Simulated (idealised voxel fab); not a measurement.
The process module that follows is named voxel ribs on slabs.
295 nm wide, 5 nm square cells: that's cross-section cut.
Bands, listed from the top down, are how a cross-section gets written in this document; the cross-section itself is a grid of square cells, and a band is one or more rows of them. The entry gives the band's vertical extent as a top height and a bottom height in nm, then its horizontal make-up as materials from left to right, each with a width in nm. "blank" stands for empty space; a single material marked "full width" fills the band edge to edge. Height datum 0, below which the as-received substrate wafer is one material. Lowest band open at the bottom, running downward: "0 down". With a width like "30 to 40", each row of cells in the band differs from the next by the same amount, the top row carrying the first number and the bottom row the second. Where a step carries "same as before", the cross-section came out of it unchanged, cell for cell. For the entry "Closed internal cavities", the listed items are empty spaces with no open way to the top whose size is 8 cells or more; each item follows the pattern width x height at distance, where distance is from the left edge and all three are in nm. Past the settings on a step's line: simulator remark, on that step. The "overlay nm" setting may appear on a step's line; for a step that uses a mask, it gives how far to the right of its planned position the mask lay, and a negative value indicates the left.

# Process steps (planned)
| 1 | RECEIVE, material Si |
| 2 | DIRECTIONAL_DEP, material SiO2, thk nm 25 |
| 3 | DIRECTIONAL_DEP, material SiN, thk nm 20 |
| 4 | MASKED_ETCH, tone cover, mask id RIB, width nm 15, etch materials SiN, depth nm 10, overlay nm 0 |
| 5 | PATTERN, tone cover, mask id SLAB, material resist, width nm 55, thk nm 15, overlay nm 0 |
| 6 | DIRECTIONAL_ETCH, etch materials SiN, depth nm 10 |
| 7 | STRIP, etch materials resist |
| 8 | FILL_DEP, material SiO2, thk nm 25 |
| 9 | CMP, height nm 60 |
| 10 | DIRECTIONAL_DEP, material TiN, thk nm 10 |
| 11 | DIRECTIONAL_DEP, material aC, thk nm 15 |
| 12 | PATTERN, tone cover, mask id HEATER, material resist, width nm 25, thk nm 30, overlay nm 0 |
| 13 | DIRECTIONAL_ETCH, etch materials aC, depth nm 15 |
| 14 | STRIP, etch materials resist |
| 15 | DIRECTIONAL_ETCH, etch materials TiN, depth nm 10 |
| 16 | STRIP, etch materials aC |
| 17 | CONFORMAL_DEP, material SiN, thk nm 10 |

# The cross-section here shows the wafer as received, i.e. in its state after step 1
* 0 down  Si full width
* Closed internal cavities: none

# As-planned run: cross-section of the first of two wafers at end of module
* 80 to 70  blank (125) | SiN (45) | blank (125)
* 70 to 60  SiN (135) | TiN (25) | SiN (135)
* 60 to 45  SiO2 full width
* 45 to 35  SiO2 (140) | SiN (15) | SiO2 (140)
* 35 to 25  SiO2 (120) | SiN (55) | SiO2 (120)
* 25 to 0  SiO2 full width
* 0 down  Si full width
* Closed internal cavities: none

# What the second wafer looks like in cross-section once the module is done. Its start and its plan matched the first wafer's exactly; what differed was one mistake in how it was run
* 80 to 70  SiN (145) | blank (5) | SiN (145)
* 70 to 60  TiN (135) | SiN (25) | TiN (135)
* 60 to 45  SiO2 full width
* 45 to 35  SiO2 (140) | SiN (15) | SiO2 (140)
* 35 to 25  SiO2 (120) | SiN (55) | SiO2 (120)
* 25 to 0  SiO2 full width
* 0 down  Si full width
* Closed internal cavities: none
What broke from the plan during processing? step 12, actual vs plan mismatch, actual run PATTERN, tone open, mask id HEATER, material resist, width nm 25, thk nm 30, overlay nm 0
The second wafer ends with more or fewer cells of some materials than the first, per final count: TiN +98
